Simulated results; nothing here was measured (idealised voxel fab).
This section sets out a process module, namely voxel self aligned contacts.
Section cut is 235 nm wide and gridded with 5 nm square cells.
In this document a cross-section is written as a grid of square cells. It is given as a series of bands, listed from the top down, and a band is one or more rows of cells.
Read a band's entry like this: the first values are the height of its top and the height of its bottom in nm, and what follows is the sequence of materials from left to right, each with its width in nm. Note that "air" is empty space, and that a single material marked "throughout" reaches across the band from edge to edge.
We count height from 0. Below that, the starting wafer is all one material. The lowest band never ends at the bottom but goes on down; see "0 down" for how that is written.
When a width is written as two numbers, as in "30 to 40", the first number is the width in the top row of cells of the band and the second is the width in its bottom row, and the width changes by the same amount from each row to the next.
Step note "no change" = no cross-section cell changed.
Empty spaces without an open route to the top, at least 8 cells in extent, make up the entry "Sealed voids"; each is given as width x height at distance, where the distance is measured from the left edge, and all are in nm.
Read whatever lies past the settings on a step's line as the simulator's own remark about the step.
The "overlay nm" setting may appear on a step's line; for a step that uses a mask, it gives how far to the right of its planned position the mask lay, and a negative value indicates the left.
Read each pair as before and after one process step. The after cross-section shows only down to the lowest band that changed. The step between them and its settings are given below the pair. Pairs can come from different runs of this module on the same starting wafer. A pair continues from the pair above only where its "State before" entry says so.
State before:
0 down = Si throughout
Sealed voids: none
Cross-Section Thereafter:
5 to 0 = SiO2 throughout
Below a height of 0, the structure has not been altered.
Sealed voids: none
Step, pre vs post cross-sections above: CONFORMAL_DEP | material SiO2 | thk nm 5
State before: the wafer arrives at this step looking as the after cross-section in the pair just above shows it.
Cross-Section Thereafter:
35 to 5 = polySi throughout
Below a height of 5, the structure has not been altered.
Sealed voids: none
Step, pre vs post cross-sections above: DIRECTIONAL_DEP | material polySi | thk nm 30
State before: the wafer arrives at this step looking as the after cross-section in the pair just above shows it.
Cross-Section Thereafter:
55 to 35 = SiN throughout
Below a height of 35, the structure has not been altered.
Sealed voids: none
Step, pre vs post cross-sections above: DIRECTIONAL_DEP | material SiN | thk nm 20
State before: the wafer arrives at this step looking as the after cross-section in the pair just above shows it.
Cross-Section Thereafter:
70 to 55 = aC throughout
Below a height of 55, the structure has not been altered.
Sealed voids: none
Step, pre vs post cross-sections above: DIRECTIONAL_DEP | material aC | thk nm 15
State before: the wafer arrives at this step looking as the after cross-section in the pair just above shows it.
Cross-Section Thereafter:
100 to 70 = air=45, then resist=25, then air=35, then resist=25, then air=35, then resist=25, then air=45
Below a height of 70, the structure has not been altered.
Sealed voids: none
Step, pre vs post cross-sections above: PATTERN | tone cover | mask id GATE | material resist | width nm 25 | pitch nm 60 | thk nm 30 | overlay nm 0
State before: the wafer arrives at this step looking as the after cross-section in the pair just above shows it.
Cross-Section Thereafter:
85 to 70 = air=45, then resist=25, then air=35, then resist=25, then air=35, then resist=25, then air=45
70 to 55 = air=45, then aC=25, then air=35, then aC=25, then air=35, then aC=25, then air=45
Below a height of 55, the structure has not been altered.
Sealed voids: none
Step, pre vs post cross-sections above: DIRECTIONAL_ETCH | etch materials aC | depth nm 15
State before: the wafer arrives at this step looking as the after cross-section in the pair just above shows it.
Cross-Section Thereafter:
70 to 55 = air=45, then aC=25, then air=35, then aC=25, then air=35, then aC=25, then air=45
Below a height of 55, the structure has not been altered.
Sealed voids: none
Step, pre vs post cross-sections above: STRIP | etch materials resist
State before: the wafer arrives at this step looking as the after cross-section in the pair just above shows it.
Cross-Section Thereafter:
70 to 55 = air=45, then aC=25, then air=35, then aC=25, then air=35, then aC=25, then air=45
55 to 35 = air=45, then SiN=25, then air=35, then SiN=25, then air=35, then SiN=25, then air=45
Below a height of 35, the structure has not been altered.
Sealed voids: none
Step, pre vs post cross-sections above: DIRECTIONAL_ETCH | etch materials SiN | depth nm 20
State before: the wafer arrives at this step looking as the after cross-section in the pair just above shows it.
Cross-Section Thereafter:
70 to 55 = air=45, then aC=25, then air=35, then aC=25, then air=35, then aC=25, then air=45
55 to 35 = air=45, then SiN=25, then air=35, then SiN=25, then air=35, then SiN=25, then air=45
35 to 5 = air=45, then polySi=25, then air=35, then polySi=25, then air=35, then polySi=25, then air=45
Below a height of 5, the structure has not been altered.
Sealed voids: none
Step, pre vs post cross-sections above: DIRECTIONAL_ETCH | etch materials polySi | depth nm 30
State before: the wafer arrives at this step looking as the after cross-section in the pair just above shows it.
Cross-Section Thereafter:
55 to 35 = air=45, then SiN=25, then air=35, then SiN=25, then air=35, then SiN=25, then air=45
Below a height of 35, the structure has not been altered.
Sealed voids: none
Step, pre vs post cross-sections above: STRIP | etch materials aC
State before: the wafer arrives at this step looking as the after cross-section in the pair just above shows it.
Cross-Section Thereafter:
65 to 35 = air=35, then SiN=45, then air=15, then SiN=45, then air=15, then SiN=45, then air=35
35 to 15 = air=35, then SiN=10, then polySi=25, then SiN=10, then air=15, then SiN=10, then polySi=25, then SiN=10, then air=15, then SiN=10, then polySi=25, then SiN=10, then air=35
15 to 5 = SiN=45, then polySi=25, then SiN=35, then polySi=25, then SiN=35, then polySi=25, then SiN=45
Below a height of 5, the structure has not been altered.
Sealed voids: none
Step, pre vs post cross-sections above: CONFORMAL_DEP | material SiN | thk nm 10
State before: the wafer arrives at this step looking as the after cross-section in the pair just above shows it.
Cross-Section Thereafter:
55 to 35 = air=35, then SiN=45, then air=15, then SiN=45, then air=15, then SiN=45, then air=35
35 to 5 = air=35, then SiN=10, then polySi=25, then SiN=10, then air=15, then SiN=10, then polySi=25, then SiN=10, then air=15, then SiN=10, then polySi=25, then SiN=10, then air=35
Below a height of 5, the structure has not been altered.
Sealed voids: none
Step, pre vs post cross-sections above: DIRECTIONAL_ETCH | etch materials SiN | depth nm 10
State before: the wafer arrives at this step looking as the after cross-section in the pair just above shows it.
Cross-Section Thereafter:
70 to 55 = SiO2 throughout
55 to 35 = SiO2=35, then SiN=45, then SiO2=15, then SiN=45, then SiO2=15, then SiN=45, then SiO2=35
35 to 5 = SiO2=35, then SiN=10, then polySi=25, then SiN=10, then SiO2=15, then SiN=10, then polySi=25, then SiN=10, then SiO2=15, then SiN=10, then polySi=25, then SiN=10, then SiO2=35
Below a height of 5, the structure has not been altered.
Sealed voids: none
Step, pre vs post cross-sections above: FILL_DEP | material SiO2 | thk nm 15
State before: the wafer arrives at this step looking as the after cross-section in the pair just above shows it.
Cross-Section Thereafter:
65 to 55 = SiO2 throughout
Below a height of 55, the structure has not been altered.
Sealed voids: none
Step, pre vs post cross-sections above: CMP | height nm 65
State before: the wafer arrives at this step looking as the after cross-section in the pair just above shows it.
Cross-Section Thereafter:
65 to 55 = SiO2=65, then air=45, then SiO2=15, then air=45, then SiO2=65
55 to 35 = SiO2=35, then SiN=45, then air=15, then SiN=45, then air=15, then SiN=45, then SiO2=35
35 to 5 = SiO2=35, then SiN=10, then polySi=25, then SiN=10, then air=15, then SiN=10, then polySi=25, then SiN=10, then air=15, then SiN=10, then polySi=25, then SiN=10, then SiO2=35
5 to 0 = SiO2=80, then air=15, then SiO2=45, then air=15, then SiO2=80
Below a height of 0, the structure has not been altered.
Sealed voids: none
Step, pre vs post cross-sections above: MASKED_ETCH | tone open | mask id CONTACT | width nm 45 | pitch nm 60 | etch materials SiO2 | depth nm 65 | overlay nm 0
State before: the wafer arrives at this step looking as the after cross-section in the pair just above shows it.
Cross-Section Thereafter:
70 to 65 = TiN=70, then air=35, then TiN=25, then air=35, then TiN=70
65 to 55 = SiO2=65, then TiN=5 to 20, then air=35 to 5, then TiN=5 to 20, then SiO2=15, then TiN=5 to 20, then air=35 to 5, then TiN=5 to 20, then SiO2=65
55 to 35 = SiO2=35, then SiN=45, then TiN=5, then air=5, then TiN=5, then SiN=45, then TiN=5, then air=5, then TiN=5, then SiN=45, then SiO2=35
35 to 5 = SiO2=35, then SiN=10, then polySi=25, then SiN=10, then TiN=5, then air=5, then TiN=5, then SiN=10, then polySi=25, then SiN=10, then TiN=5, then air=5, then TiN=5, then SiN=10, then polySi=25, then SiN=10, then SiO2=35
5 to 0 = SiO2=80, then TiN=15, then SiO2=45, then TiN=15, then SiO2=80
Below a height of 0, the structure has not been altered.
Sealed voids: none
Step, pre vs post cross-sections above: CONFORMAL_DEP | material TiN | thk nm 5
State before: the wafer arrives at this step looking as the after cross-section in the pair just above shows it.
Cross-Section Thereafter:
75 to 70 = W throughout
70 to 65 = TiN=70, then W=35, then TiN=25, then W=35, then TiN=70
65 to 55 = SiO2=65, then TiN=5 to 20, then W=35 to 5, then TiN=5 to 20, then SiO2=15, then TiN=5 to 20, then W=35 to 5, then TiN=5 to 20, then SiO2=65
55 to 35 = SiO2=35, then SiN=45, then TiN=5, then W=5, then TiN=5, then SiN=45, then TiN=5, then W=5, then TiN=5, then SiN=45, then SiO2=35
35 to 5 = SiO2=35, then SiN=10, then polySi=25, then SiN=10, then TiN=5, then W=5, then TiN=5, then SiN=10, then polySi=25, then SiN=10, then TiN=5, then W=5, then TiN=5, then SiN=10, then polySi=25, then SiN=10, then SiO2=35
Below a height of 5, the structure has not been altered.
Sealed voids: none
Step, pre vs post cross-sections above: FILL_DEP | material W | thk nm 5
State before: the wafer arrives at this step looking as the after cross-section in the pair just above shows it.
Cross-Section Thereafter:
65 to 55 = SiO2=65, then TiN=5 to 20, then W=35 to 5, then TiN=5 to 20, then SiO2=15, then TiN=5 to 20, then W=35 to 5, then TiN=5 to 20, then SiO2=65
Below a height of 55, the structure has not been altered.
Sealed voids: none
Step, pre vs post cross-sections above: CMP | height nm 65
State before: the wafer arrives at this step looking as the after cross-section in the pair just above shows it.
Cross-Section Thereafter:
70 to 65 = SiN throughout
Below a height of 65, the structure has not been altered.
Sealed voids: none
Step, pre vs post cross-sections above: CONFORMAL_DEP | material SiN | thk nm 5
State before:
0 down = Si throughout
Sealed voids: none
Cross-Section Thereafter:
30 to 0 = polySi throughout
Below a height of 0, the structure has not been altered.
Sealed voids: none
Step, pre vs post cross-sections above: DIRECTIONAL_DEP | material polySi | thk nm 30
State before: the wafer arrives at this step looking as the after cross-section in the pair just above shows it.
Cross-Section Thereafter:
50 to 30 = SiN throughout
Below a height of 30, the structure has not been altered.
Sealed voids: none
Step, pre vs post cross-sections above: DIRECTIONAL_DEP | material SiN | thk nm 20
State before: the wafer arrives at this step looking as the after cross-section in the pair just above shows it.
Cross-Section Thereafter:
65 to 50 = aC throughout
Below a height of 50, the structure has not been altered.
Sealed voids: none
Step, pre vs post cross-sections above: DIRECTIONAL_DEP | material aC | thk nm 15
State before: the wafer arrives at this step looking as the after cross-section in the pair just above shows it.
Cross-Section Thereafter:
95 to 65 = air=45, then resist=25, then air=35, then resist=25, then air=35, then resist=25, then air=45
Below a height of 65, the structure has not been altered.
Sealed voids: none
Step, pre vs post cross-sections above: PATTERN | tone cover | mask id GATE | material resist | width nm 25 | pitch nm 60 | thk nm 30 | overlay nm 0
State before: the wafer arrives at this step looking as the after cross-section in the pair just above shows it.
Cross-Section Thereafter:
80 to 65 = air=45, then resist=25, then air=35, then resist=25, then air=35, then resist=25, then air=45
65 to 50 = air=45, then aC=25, then air=35, then aC=25, then air=35, then aC=25, then air=45
Below a height of 50, the structure has not been altered.
Sealed voids: none
Step, pre vs post cross-sections above: DIRECTIONAL_ETCH | etch materials aC | depth nm 15
State before: the wafer arrives at this step looking as the after cross-section in the pair just above shows it.
Cross-Section Thereafter:
65 to 50 = air=45, then aC=25, then air=35, then aC=25, then air=35, then aC=25, then air=45
Below a height of 50, the structure has not been altered.
Sealed voids: none
Step, pre vs post cross-sections above: STRIP | etch materials resist
State before: the wafer arrives at this step looking as the after cross-section in the pair just above shows it.
Cross-Section Thereafter:
65 to 50 = air=45, then aC=25, then air=35, then aC=25, then air=35, then aC=25, then air=45
50 to 30 = air=45, then SiN=25, then air=35, then SiN=25, then air=35, then SiN=25, then air=45
Below a height of 30, the structure has not been altered.
Sealed voids: none
Step, pre vs post cross-sections above: DIRECTIONAL_ETCH | etch materials SiN | depth nm 20
State before: the wafer arrives at this step looking as the after cross-section in the pair just above shows it.
Cross-Section Thereafter:
65 to 50 = air=45, then aC=25, then air=35, then aC=25, then air=35, then aC=25, then air=45
50 to 30 = air=45, then SiN=25, then air=35, then SiN=25, then air=35, then SiN=25, then air=45
30 to 0 = air=45, then polySi=25, then air=35, then polySi=25, then air=35, then polySi=25, then air=45
Below a height of 0, the structure has not been altered.
Sealed voids: none
Step, pre vs post cross-sections above: DIRECTIONAL_ETCH | etch materials polySi | depth nm 30
State before: the wafer arrives at this step looking as the after cross-section in the pair just above shows it.
Cross-Section Thereafter:
50 to 30 = air=45, then SiN=25, then air=35, then SiN=25, then air=35, then SiN=25, then air=45
Below a height of 30, the structure has not been altered.
Sealed voids: none
Step, pre vs post cross-sections above: STRIP | etch materials aC
State before: the wafer arrives at this step looking as the after cross-section in the pair just above shows it.
Cross-Section Thereafter:
60 to 30 = air=35, then SiN=45, then air=15, then SiN=45, then air=15, then SiN=45, then air=35
30 to 10 = air=35, then SiN=10, then polySi=25, then SiN=10, then air=15, then SiN=10, then polySi=25, then SiN=10, then air=15, then SiN=10, then polySi=25, then SiN=10, then air=35
10 to 0 = SiN=45, then polySi=25, then SiN=35, then polySi=25, then SiN=35, then polySi=25, then SiN=45
Below a height of 0, the structure has not been altered.
Sealed voids: none
Step, pre vs post cross-sections above: CONFORMAL_DEP | material SiN | thk nm 10
State before: the wafer arrives at this step looking as the after cross-section in the pair just above shows it.
Cross-Section Thereafter:
50 to 30 = air=35, then SiN=45, then air=15, then SiN=45, then air=15, then SiN=45, then air=35
30 to 0 = air=35, then SiN=10, then polySi=25, then SiN=10, then air=15, then SiN=10, then polySi=25, then SiN=10, then air=15, then SiN=10, then polySi=25, then SiN=10, then air=35
Below a height of 0, the structure has not been altered.
Sealed voids: none
Step, pre vs post cross-sections above: DIRECTIONAL_ETCH | etch materials SiN | depth nm 10
State before: the wafer arrives at this step looking as the after cross-section in the pair just above shows it.
Cross-Section Thereafter:
65 to 50 = SiO2 throughout
50 to 30 = SiO2=35, then SiN=45, then SiO2=15, then SiN=45, then SiO2=15, then SiN=45, then SiO2=35
30 to 0 = SiO2=35, then SiN=10, then polySi=25, then SiN=10, then SiO2=15, then SiN=10, then polySi=25, then SiN=10, then SiO2=15, then SiN=10, then polySi=25, then SiN=10, then SiO2=35
Below a height of 0, the structure has not been altered.
Sealed voids: none
Step, pre vs post cross-sections above: FILL_DEP | material SiO2 | thk nm 15
State before: the wafer arrives at this step looking as the after cross-section in the pair just above shows it.
Cross-Section Thereafter:
65 to 50 = SiO2=65, then air=45, then SiO2=15, then air=45, then SiO2=65
50 to 30 = SiO2=35, then SiN=45, then air=15, then SiN=45, then air=15, then SiN=45, then SiO2=35
30 to 0 = SiO2=35, then SiN=10, then polySi=25, then SiN=10, then air=15, then SiN=10, then polySi=25, then SiN=10, then air=15, then SiN=10, then polySi=25, then SiN=10, then SiO2=35
Below a height of 0, the structure has not been altered.
Sealed voids: none
Step, pre vs post cross-sections above: MASKED_ETCH | tone open | mask id CONTACT | width nm 45 | pitch nm 60 | etch materials SiO2 | depth nm 65 | overlay nm 0
State before: the wafer arrives at this step looking as the after cross-section in the pair just above shows it.
Cross-Section Thereafter:
70 to 65 = TiN=70, then air=35, then TiN=25, then air=35, then TiN=70
65 to 55 = SiO2=65, then TiN=5, then air=35, then TiN=5, then SiO2=15, then TiN=5, then air=35, then TiN=5, then SiO2=65
55 to 50 = SiO2=65, then TiN=20, then air=5, then TiN=20, then SiO2=15, then TiN=20, then air=5, then TiN=20, then SiO2=65
50 to 30 = SiO2=35, then SiN=45, then TiN=5, then air=5, then TiN=5, then SiN=45, then TiN=5, then air=5, then TiN=5, then SiN=45, then SiO2=35
30 to 5 = SiO2=35, then SiN=10, then polySi=25, then SiN=10, then TiN=5, then air=5, then TiN=5, then SiN=10, then polySi=25, then SiN=10, then TiN=5, then air=5, then TiN=5, then SiN=10, then polySi=25, then SiN=10, then SiO2=35
5 to 0 = SiO2=35, then SiN=10, then polySi=25, then SiN=10, then TiN=15, then SiN=10, then polySi=25, then SiN=10, then TiN=15, then SiN=10, then polySi=25, then SiN=10, then SiO2=35
Below a height of 0, the structure has not been altered.
Sealed voids: none
Step, pre vs post cross-sections above: CONFORMAL_DEP | material TiN | thk nm 5
State before: the wafer arrives at this step looking as the after cross-section in the pair just above shows it.
Cross-Section Thereafter:
75 to 70 = W throughout
70 to 65 = TiN=70, then W=35, then TiN=25, then W=35, then TiN=70
65 to 55 = SiO2=65, then TiN=5, then W=35, then TiN=5, then SiO2=15, then TiN=5, then W=35, then TiN=5, then SiO2=65
55 to 50 = SiO2=65, then TiN=20, then W=5, then TiN=20, then SiO2=15, then TiN=20, then W=5, then TiN=20, then SiO2=65
50 to 30 = SiO2=35, then SiN=45, then TiN=5, then W=5, then TiN=5, then SiN=45, then TiN=5, then W=5, then TiN=5, then SiN=45, then SiO2=35
30 to 5 = SiO2=35, then SiN=10, then polySi=25, then SiN=10, then TiN=5, then W=5, then TiN=5, then SiN=10, then polySi=25, then SiN=10, then TiN=5, then W=5, then TiN=5, then SiN=10, then polySi=25, then SiN=10, then SiO2=35
Below a height of 5, the structure has not been altered.
Sealed voids: none
Step, pre vs post cross-sections above: FILL_DEP | material W | thk nm 5
State before: the wafer arrives at this step looking as the after cross-section in the pair just above shows it.
Cross-Section Thereafter:
65 to 55 = SiO2=65, then TiN=5, then W=35, then TiN=5, then SiO2=15, then TiN=5, then W=35, then TiN=5, then SiO2=65
Below a height of 55, the structure has not been altered.
Sealed voids: none
Step, pre vs post cross-sections above: CMP | height nm 65
State before: the wafer arrives at this step looking as the after cross-section in the pair just above shows it.
Cross-Section Thereafter:
70 to 65 = SiN throughout
Below a height of 65, the structure has not been altered.
Sealed voids: none
Step, pre vs post cross-sections above: CONFORMAL_DEP | material SiN | thk nm 5
State before:
35 to 5 = polySi throughout
5 to 0 = SiO2 throughout
0 down = Si throughout
Sealed voids: none
Cross-Section Thereafter:
65 to 5 = polySi throughout
Below a height of 5, the structure has not been altered.
Sealed voids: none
Step, pre vs post cross-sections above: DIRECTIONAL_DEP | material polySi | thk nm 30
State before: the wafer arrives at this step looking as the after cross-section in the pair just above shows it.
Cross-Section Thereafter:
85 to 65 = SiN throughout
Below a height of 65, the structure has not been altered.
Sealed voids: none
Step, pre vs post cross-sections above: DIRECTIONAL_DEP | material SiN | thk nm 20
State before: the wafer arrives at this step looking as the after cross-section in the pair just above shows it.
Cross-Section Thereafter:
100 to 85 = aC throughout
Below a height of 85, the structure has not been altered.
Sealed voids: none
Step, pre vs post cross-sections above: DIRECTIONAL_DEP | material aC | thk nm 15
State before: the wafer arrives at this step looking as the after cross-section in the pair just above shows it.
Cross-Section Thereafter:
130 to 100 = air=45, then resist=25, then air=35, then resist=25, then air=35, then resist=25, then air=45
Below a height of 100, the structure has not been altered.
Sealed voids: none
Step, pre vs post cross-sections above: PATTERN | tone cover | mask id GATE | material resist | width nm 25 | pitch nm 60 | thk nm 30 | overlay nm 0
State before: the wafer arrives at this step looking as the after cross-section in the pair just above shows it.
Cross-Section Thereafter:
115 to 100 = air=45, then resist=25, then air=35, then resist=25, then air=35, then resist=25, then air=45
100 to 85 = air=45, then aC=25, then air=35, then aC=25, then air=35, then aC=25, then air=45
Below a height of 85, the structure has not been altered.
Sealed voids: none
Step, pre vs post cross-sections above: DIRECTIONAL_ETCH | etch materials aC | depth nm 15
State before: the wafer arrives at this step looking as the after cross-section in the pair just above shows it.
Cross-Section Thereafter:
100 to 85 = air=45, then aC=25, then air=35, then aC=25, then air=35, then aC=25, then air=45
Below a height of 85, the structure has not been altered.
Sealed voids: none
Step, pre vs post cross-sections above: STRIP | etch materials resist
State before: the wafer arrives at this step looking as the after cross-section in the pair just above shows it.
Cross-Section Thereafter:
100 to 85 = air=45, then aC=25, then air=35, then aC=25, then air=35, then aC=25, then air=45
85 to 65 = air=45, then SiN=25, then air=35, then SiN=25, then air=35, then SiN=25, then air=45
Below a height of 65, the structure has not been altered.
Sealed voids: none
Step, pre vs post cross-sections above: DIRECTIONAL_ETCH | etch materials SiN | depth nm 20
State before: the wafer arrives at this step looking as the after cross-section in the pair just above shows it.
Cross-Section Thereafter:
100 to 85 = air=45, then aC=25, then air=35, then aC=25, then air=35, then aC=25, then air=45
85 to 65 = air=45, then SiN=25, then air=35, then SiN=25, then air=35, then SiN=25, then air=45
65 to 35 = air=45, then polySi=25, then air=35, then polySi=25, then air=35, then polySi=25, then air=45
Below a height of 35, the structure has not been altered.
Sealed voids: none
Step, pre vs post cross-sections above: DIRECTIONAL_ETCH | etch materials polySi | depth nm 30
State before: the wafer arrives at this step looking as the after cross-section in the pair just above shows it.
Cross-Section Thereafter:
85 to 65 = air=45, then SiN=25, then air=35, then SiN=25, then air=35, then SiN=25, then air=45
Below a height of 65, the structure has not been altered.
Sealed voids: none
Step, pre vs post cross-sections above: STRIP | etch materials aC
State before: the wafer arrives at this step looking as the after cross-section in the pair just above shows it.
Cross-Section Thereafter:
95 to 65 = air=35, then SiN=45, then air=15, then SiN=45, then air=15, then SiN=45, then air=35
65 to 45 = air=35, then SiN=10, then polySi=25, then SiN=10, then air=15, then SiN=10, then polySi=25, then SiN=10, then air=15, then SiN=10, then polySi=25, then SiN=10, then air=35
45 to 35 = SiN=45, then polySi=25, then SiN=35, then polySi=25, then SiN=35, then polySi=25, then SiN=45
Below a height of 35, the structure has not been altered.
Sealed voids: none
Step, pre vs post cross-sections above: CONFORMAL_DEP | material SiN | thk nm 10
State before: the wafer arrives at this step looking as the after cross-section in the pair just above shows it.
Cross-Section Thereafter:
85 to 65 = air=35, then SiN=45, then air=15, then SiN=45, then air=15, then SiN=45, then air=35
65 to 35 = air=35, then SiN=10, then polySi=25, then SiN=10, then air=15, then SiN=10, then polySi=25, then SiN=10, then air=15, then SiN=10, then polySi=25, then SiN=10, then air=35
Below a height of 35, the structure has not been altered.
Sealed voids: none
Step, pre vs post cross-sections above: DIRECTIONAL_ETCH | etch materials SiN | depth nm 10
State before: the wafer arrives at this step looking as the after cross-section in the pair just above shows it.
Cross-Section Thereafter:
100 to 85 = SiO2 throughout
85 to 65 = SiO2=35, then SiN=45, then SiO2=15, then SiN=45, then SiO2=15, then SiN=45, then SiO2=35
65 to 35 = SiO2=35, then SiN=10, then polySi=25, then SiN=10, then SiO2=15, then SiN=10, then polySi=25, then SiN=10, then SiO2=15, then SiN=10, then polySi=25, then SiN=10, then SiO2=35
Below a height of 35, the structure has not been altered.
Sealed voids: none
Step, pre vs post cross-sections above: FILL_DEP | material SiO2 | thk nm 15
State before: the wafer arrives at this step looking as the after cross-section in the pair just above shows it.
Cross-Section Thereafter:
65 to 35 = SiO2=35, then SiN=10, then polySi=25, then SiN=10, then SiO2=15, then SiN=10, then polySi=25, then SiN=10, then SiO2=15, then SiN=10, then polySi=25, then SiN=10, then SiO2=35
Below a height of 35, the structure has not been altered.
Sealed voids: none
Step, pre vs post cross-sections above: CMP | height nm 65
State before: the wafer arrives at this step looking as the after cross-section in the pair just above shows it.
Cross-Section Thereafter:
65 to 35 = SiO2=35, then SiN=10, then polySi=25, then SiN=10, then air=15, then SiN=10, then polySi=25, then SiN=10, then air=15, then SiN=10, then polySi=25, then SiN=10, then SiO2=35
Below a height of 35, the structure has not been altered.
Sealed voids: none
Step, pre vs post cross-sections above: MASKED_ETCH | tone open | mask id CONTACT | width nm 45 | pitch nm 60 | etch materials SiO2 | depth nm 65 | overlay nm 0
State before: the wafer arrives at this step looking as the after cross-section in the pair just above shows it.
Cross-Section Thereafter:
70 to 65 = TiN=85, then air=5, then TiN=55, then air=5, then TiN=85
65 to 40 = SiO2=35, then SiN=10, then polySi=25, then SiN=10, then TiN=5, then air=5, then TiN=5, then SiN=10, then polySi=25, then SiN=10, then TiN=5, then air=5, then TiN=5, then SiN=10, then polySi=25, then SiN=10, then SiO2=35
40 to 35 = SiO2=35, then SiN=10, then polySi=25, then SiN=10, then TiN=15, then SiN=10, then polySi=25, then SiN=10, then TiN=15, then SiN=10, then polySi=25, then SiN=10, then SiO2=35
Below a height of 35, the structure has not been altered.
Sealed voids: none
Step, pre vs post cross-sections above: CONFORMAL_DEP | material TiN | thk nm 5
State before: the wafer arrives at this step looking as the after cross-section in the pair just above shows it.
Cross-Section Thereafter:
75 to 70 = W throughout
70 to 65 = TiN=85, then W=5, then TiN=55, then W=5, then TiN=85
65 to 40 = SiO2=35, then SiN=10, then polySi=25, then SiN=10, then TiN=5, then W=5, then TiN=5, then SiN=10, then polySi=25, then SiN=10, then TiN=5, then W=5, then TiN=5, then SiN=10, then polySi=25, then SiN=10, then SiO2=35
Below a height of 40, the structure has not been altered.
Sealed voids: none
Step, pre vs post cross-sections above: FILL_DEP | material W | thk nm 5
State before: the wafer arrives at this step looking as the after cross-section in the pair just above shows it.
Cross-Section Thereafter:
65 to 40 = SiO2=35, then SiN=10, then polySi=25, then SiN=10, then TiN=5, then W=5, then TiN=5, then SiN=10, then polySi=25, then SiN=10, then TiN=5, then W=5, then TiN=5, then SiN=10, then polySi=25, then SiN=10, then SiO2=35
Below a height of 40, the structure has not been altered.
Sealed voids: none
Step, pre vs post cross-sections above: CMP | height nm 65
State before: the wafer arrives at this step looking as the after cross-section in the pair just above shows it.
Cross-Section Thereafter:
70 to 65 = SiN throughout
Below a height of 65, the structure has not been altered.
Sealed voids: none
Step, pre vs post cross-sections above: CONFORMAL_DEP | material SiN | thk nm 5
State before:
55 to 35 = air=45, then SiN=25, then air=35, then SiN=25, then air=35, then SiN=25, then air=45
35 to 5 = air=45, then polySi=25, then air=35, then polySi=25, then air=35, then polySi=25, then air=45
5 to 0 = SiO2 throughout
0 down = Si throughout
Sealed voids: none
Cross-Section Thereafter:
45 to 35 = air=45, then SiN=25, then air=35, then SiN=25, then air=35, then SiN=25, then air=45
Below a height of 35, the structure has not been altered.
Sealed voids: none
Step, pre vs post cross-sections above: DIRECTIONAL_ETCH | etch materials SiN | depth nm 10
State before: the wafer arrives at this step looking as the after cross-section in the pair just above shows it.
Cross-Section Thereafter:
55 to 35 = air=35, then SiN=45, then air=15, then SiN=45, then air=15, then SiN=45, then air=35
35 to 15 = air=35, then SiN=10, then polySi=25, then SiN=10, then air=15, then SiN=10, then polySi=25, then SiN=10, then air=15, then SiN=10, then polySi=25, then SiN=10, then air=35
15 to 5 = SiN=45, then polySi=25, then SiN=35, then polySi=25, then SiN=35, then polySi=25, then SiN=45
Below a height of 5, the structure has not been altered.
Sealed voids: none
Step, pre vs post cross-sections above: CONFORMAL_DEP | material SiN | thk nm 10
State before: the wafer arrives at this step looking as the after cross-section in the pair just above shows it.
Cross-Section Thereafter:
70 to 55 = SiO2 throughout
55 to 35 = SiO2=35, then SiN=45, then SiO2=15, then SiN=45, then SiO2=15, then SiN=45, then SiO2=35
35 to 15 = SiO2=35, then SiN=10, then polySi=25, then SiN=10, then SiO2=15, then SiN=10, then polySi=25, then SiN=10, then SiO2=15, then SiN=10, then polySi=25, then SiN=10, then SiO2=35
Below a height of 15, the structure has not been altered.
Sealed voids: none
Step, pre vs post cross-sections above: FILL_DEP | material SiO2 | thk nm 15
State before: the wafer arrives at this step looking as the after cross-section in the pair just above shows it.
Cross-Section Thereafter:
65 to 55 = SiO2 throughout
Below a height of 55, the structure has not been altered.
Sealed voids: none
Step, pre vs post cross-sections above: CMP | height nm 65
State before: the wafer arrives at this step looking as the after cross-section in the pair just above shows it.
Cross-Section Thereafter:
65 to 55 = SiO2=65, then air=45, then SiO2=15, then air=45, then SiO2=65
55 to 35 = SiO2=35, then SiN=45, then air=15, then SiN=45, then air=15, then SiN=45, then SiO2=35
35 to 15 = SiO2=35, then SiN=10, then polySi=25, then SiN=10, then air=15, then SiN=10, then polySi=25, then SiN=10, then air=15, then SiN=10, then polySi=25, then SiN=10, then SiO2=35
Below a height of 15, the structure has not been altered.
Sealed voids: none
Step, pre vs post cross-sections above: MASKED_ETCH | tone open | mask id CONTACT | width nm 45 | pitch nm 60 | etch materials SiO2 | depth nm 65 | overlay nm 0
State before: the wafer arrives at this step looking as the after cross-section in the pair just above shows it.
Cross-Section Thereafter:
70 to 65 = TiN=70, then air=35, then TiN=25, then air=35, then TiN=70
65 to 55 = SiO2=65, then TiN=5 to 20, then air=35 to 5, then TiN=5 to 20, then SiO2=15, then TiN=5 to 20, then air=35 to 5, then TiN=5 to 20, then SiO2=65
55 to 35 = SiO2=35, then SiN=45, then TiN=5, then air=5, then TiN=5, then SiN=45, then TiN=5, then air=5, then TiN=5, then SiN=45, then SiO2=35
35 to 20 = SiO2=35, then SiN=10, then polySi=25, then SiN=10, then TiN=5, then air=5, then TiN=5, then SiN=10, then polySi=25, then SiN=10, then TiN=5, then air=5, then TiN=5, then SiN=10, then polySi=25, then SiN=10, then SiO2=35
20 to 15 = SiO2=35, then SiN=10, then polySi=25, then SiN=10, then TiN=15, then SiN=10, then polySi=25, then SiN=10, then TiN=15, then SiN=10, then polySi=25, then SiN=10, then SiO2=35
Below a height of 15, the structure has not been altered.
Sealed voids: none
Step, pre vs post cross-sections above: CONFORMAL_DEP | material TiN | thk nm 5
State before: the wafer arrives at this step looking as the after cross-section in the pair just above shows it.
Cross-Section Thereafter:
75 to 70 = W throughout
70 to 65 = TiN=70, then W=35, then TiN=25, then W=35, then TiN=70
65 to 55 = SiO2=65, then TiN=5 to 20, then W=35 to 5, then TiN=5 to 20, then SiO2=15, then TiN=5 to 20, then W=35 to 5, then TiN=5 to 20, then SiO2=65
55 to 35 = SiO2=35, then SiN=45, then TiN=5, then W=5, then TiN=5, then SiN=45, then TiN=5, then W=5, then TiN=5, then SiN=45, then SiO2=35
35 to 20 = SiO2=35, then SiN=10, then polySi=25, then SiN=10, then TiN=5, then W=5, then TiN=5, then SiN=10, then polySi=25, then SiN=10, then TiN=5, then W=5, then TiN=5, then SiN=10, then polySi=25, then SiN=10, then SiO2=35
Below a height of 20, the structure has not been altered.
Sealed voids: none
Step, pre vs post cross-sections above: FILL_DEP | material W | thk nm 5
State before: the wafer arrives at this step looking as the after cross-section in the pair just above shows it.
Cross-Section Thereafter:
65 to 55 = SiO2=65, then TiN=5 to 20, then W=35 to 5, then TiN=5 to 20, then SiO2=15, then TiN=5 to 20, then W=35 to 5, then TiN=5 to 20, then SiO2=65
Below a height of 55, the structure has not been altered.
Sealed voids: none
Step, pre vs post cross-sections above: CMP | height nm 65
